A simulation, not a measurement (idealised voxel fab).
process module | voxel gate over fins
Square cells of 5 nm make up the cross-section cut, whose width is 235 nm.
When this document writes out a cross-section, it uses a grid of square cells and lists it as bands, beginning at the top and moving down, with a band standing for one or more rows of cells.
In this notation a band is specified by the heights of its top and bottom, in that order and in nm, after which its materials appear from left to right, each paired with its width in nm. The word "full width" attached to a single material means that material fills the band from edge to edge; the word "air" stands for empty space.
Where do heights start? At 0: under that level the wafer as delivered is made of one material only. And the lowest band has no floor; it just carries on downward, as in "top 0, no bottom".
You'd read "30 to 40" like this: the band's top row of cells is as wide as the first number, its bottom row is as wide as the second, and going down, every row changes width by the same amount as the row before did.
Basically "no alterations made" means that step didn't change any cell in the cross-section.
"Trapped cavities": empty spaces of 8 cells or more with no open way to the top, each given as width x height at distance, distance from the left edge, all in nm.
Anything after a step's settings on that line? It's the simulator's own note about the step.
For masked steps, "overlay nm" on the step line gives how far right of plan the mask actually lay; a minus sign means it lay to the left.
**The process steps that were planned are listed below**
1 RECEIVE | material Si
2 CONFORMAL_DEP | material SiN | thk nm 10
3 PATTERN | tone cover | mask id FINS | material resist | width nm 15 | pitch nm 45 | thk nm 20 | overlay nm 0
4 DIRECTIONAL_ETCH | etch materials SiN | depth nm 10
5 DIRECTIONAL_ETCH | etch materials Si | depth nm 40
6 STRIP | etch materials resist
7 FILL_DEP | material SiO2 | thk nm 5
8 CMP | height nm 10
9 SELECTIVE_ETCH | etch materials SiO2 | depth nm 25
10 STRIP | etch materials SiN
11 CONFORMAL_DEP | material HfO2 | thk nm 5
12 CONFORMAL_DEP | material TiN | thk nm 5
13 CONFORMAL_DEP | material TiAl | thk nm 5
14 CONFORMAL_DEP | material TiN | thk nm 5
15 FILL_DEP | material W | thk nm 15
16 CMP | height nm 30
17 CONFORMAL_DEP | material SiN | thk nm 5
**Wafer cross-section on receipt, i.e. after step 1**
  top 0, no bottom | Si full width
  Trapped cavities: none
**Here's the cross-section of the first of our two wafers at the end of the module - it ran as planned**
  top 35, bottom 30 | SiN full width
  top 30, bottom 20 | W full width
  top 20, bottom 15 | W: 65, then TiN: 100, then W: 70
  top 15, bottom 10 | W: 65, then TiN: 5, then TiAl: 90, then TiN: 5, then W: 70
  top 10, bottom 5 | W: 65, then TiN: 5, then TiAl: 5, then TiN: 35, then TiAl: 10, then TiN: 35, then TiAl: 5, then TiN: 5, then W: 70
  top 5, bottom 0 | TiN: 70, then TiAl: 5, then TiN: 5, then HfO2: 25, then TiN: 5, then TiAl: 10, then TiN: 5, then HfO2: 25, then TiN: 5, then TiAl: 5, then TiN: 75
  top 0, bottom -5 | TiAl: 75, then TiN: 5, then HfO2: 5, then Si: 15, then HfO2: 5, then TiN: 5, then TiAl: 10, then TiN: 5, then HfO2: 5, then Si: 15, then HfO2: 5, then TiN: 5, then TiAl: 80
  top -5, bottom -10 | TiN: 80, then HfO2: 5, then Si: 15, then HfO2: 5, then TiN: 20, then HfO2: 5, then Si: 15, then HfO2: 5, then TiN: 85
  top -10, bottom -15 | HfO2: 85, then Si: 15, then HfO2: 30, then Si: 15, then HfO2: 90
  top -15, bottom -40 | SiO2: 85, then Si: 15, then SiO2: 30, then Si: 15, then SiO2: 90
  top -40, no bottom | Si full width
  Trapped cavities: none
**Module end: cross-section of wafer two of two. Same start and process plan as the first wafer. One mistake during execution**
  top 35, bottom 30 | SiN full width
  top 30, bottom 20 | W full width
  top 20, bottom 15 | TiN full width
  top 15, bottom 10 | TiAl full width
  top 10, bottom 5 | TiN full width
  top 5, bottom 0 | HfO2: 90, then TiN: 5, then HfO2: 40, then TiN: 5, then HfO2: 95
  top 0, bottom -10 | Si: 85, then HfO2: 5, then TiN: 5, then HfO2: 5, then Si: 30, then HfO2: 5, then TiN: 5, then HfO2: 5, then Si: 90
  top -10, bottom -15 | Si: 85, then HfO2: 15, then Si: 30, then HfO2: 15, then Si: 90
  top -15, bottom -40 | Si: 85, then SiO2: 15, then Si: 30, then SiO2: 15, then Si: 90
  top -40, no bottom | Si full width
  Trapped cavities: none
Diagnosis: for step 3, the planned setting was not used; the step was instead run as PATTERN | tone open | mask id FINS | material resist | width nm 15 | pitch nm 45 | thk nm 20 | overlay nm 0
FYI, end of process, the second wafer has more or fewer cells of some materials than the first: Si: 280 more; SiO2: 175 fewer; TiAl: 12 fewer; TiN: 12 fewer; W: 81 fewer
